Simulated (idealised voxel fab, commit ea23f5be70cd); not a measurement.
process module | voxel self aligned contacts
cross-section cut | 205 nm wide | cells 5 nm
A cross-section is a grid of square cells, given in bands from the top down. A band is one or more rows of cells.
Each band's line starts with the height of the band's top and of its bottom, in nm. Then come its materials from left to right, each with its width in nm. One material with "throughout" fills the band from edge to edge. "air" is empty space.
Height 0 is the level under which the wafer as received is all one material. The lowest band goes on downwards, as in "0 down".
A width such as "30 to 40" changes by the same amount from each row of cells to the next, from the band's top row to its bottom row.
"no change" after a step means that no cell of the cross-section changed.
closed voids: empty space of 8 cells or more with no open way to the top, each as width x height at its distance from the left edge, in nm
after a step's settings: what the simulator itself notes on the step
overlay nm, on a step with a mask: how far to the right of its planned place the mask lay; to the left if negative
plan
1 op RECEIVE | material Si
2 op OXIDIZE | depth nm 5
3 op DIRECTIONAL_DEP | material polySi | thk nm 20
4 op DIRECTIONAL_DEP | material SiN | thk nm 20
5 op PATTERN | tone cover | mask id GATE | material resist | width nm 35 | pitch nm 65 | thk nm 20 | overlay nm 0
6 op DIRECTIONAL_ETCH | etch materials SiN | depth nm 20
7 op DIRECTIONAL_ETCH | etch materials polySi | depth nm 20
8 op STRIP | etch materials resist
9 op CONFORMAL_DEP | material SiN | thk nm 5
10 op DIRECTIONAL_ETCH | etch materials SiN | depth nm 5
11 op FILL_DEP | material SiO2 | thk nm 15
12 op CMP | height nm 50
13 op PATTERN | tone open | mask id CONTACT | material resist | width nm 40 | pitch nm 65 | thk nm 15 | overlay nm 0
14 op DIRECTIONAL_ETCH | etch materials SiO2 | depth nm 55
15 op STRIP | etch materials resist
16 op CONFORMAL_DEP | material TiN | thk nm 5
17 op FILL_DEP | material W | thk nm 5
18 op CMP | height nm 50
19 op CONFORMAL_DEP | material SiN | thk nm 5
as received, after step 1
  0 down: Si throughout
  closed voids: none
a wafer at the end: this start, this plan, one mistake
  55 to 50: SiN throughout
  50 to 40: SiO2 50 | TiN 5 to 15 | W 30 to 10 | TiN 5 to 15 | SiO2 25 | TiN 5 to 15 | W 30 to 10 | TiN 5 to 15 | SiO2 50
  40 to 20: SiO2 15 | SiN 45 | TiN 5 | W 10 | TiN 5 | SiN 45 | TiN 5 | W 10 | TiN 5 | SiN 45 | SiO2 15
  20 to 10: SiO2 15 | SiN 5 | polySi 35 | SiN 5 | TiN 5 | W 10 | TiN 5 | SiN 5 | polySi 35 | SiN 5 | TiN 5 | W 10 | TiN 5 | SiN 5 | polySi 35 | SiN 5 | SiO2 15
  10 to 5: SiO2 15 | SiN 5 | polySi 35 | SiN 5 | TiN 20 | SiN 5 | polySi 35 | SiN 5 | TiN 20 | SiN 5 | polySi 35 | SiN 5 | SiO2 15
  5 to 0: SiN 20 | polySi 35 | SiN 30 | polySi 35 | SiN 30 | polySi 35 | SiN 20
  0 to -5: SiO2 throughout
  -5 down: Si throughout
  closed voids: none
what went wrong: steps 9 and 10 were swapped
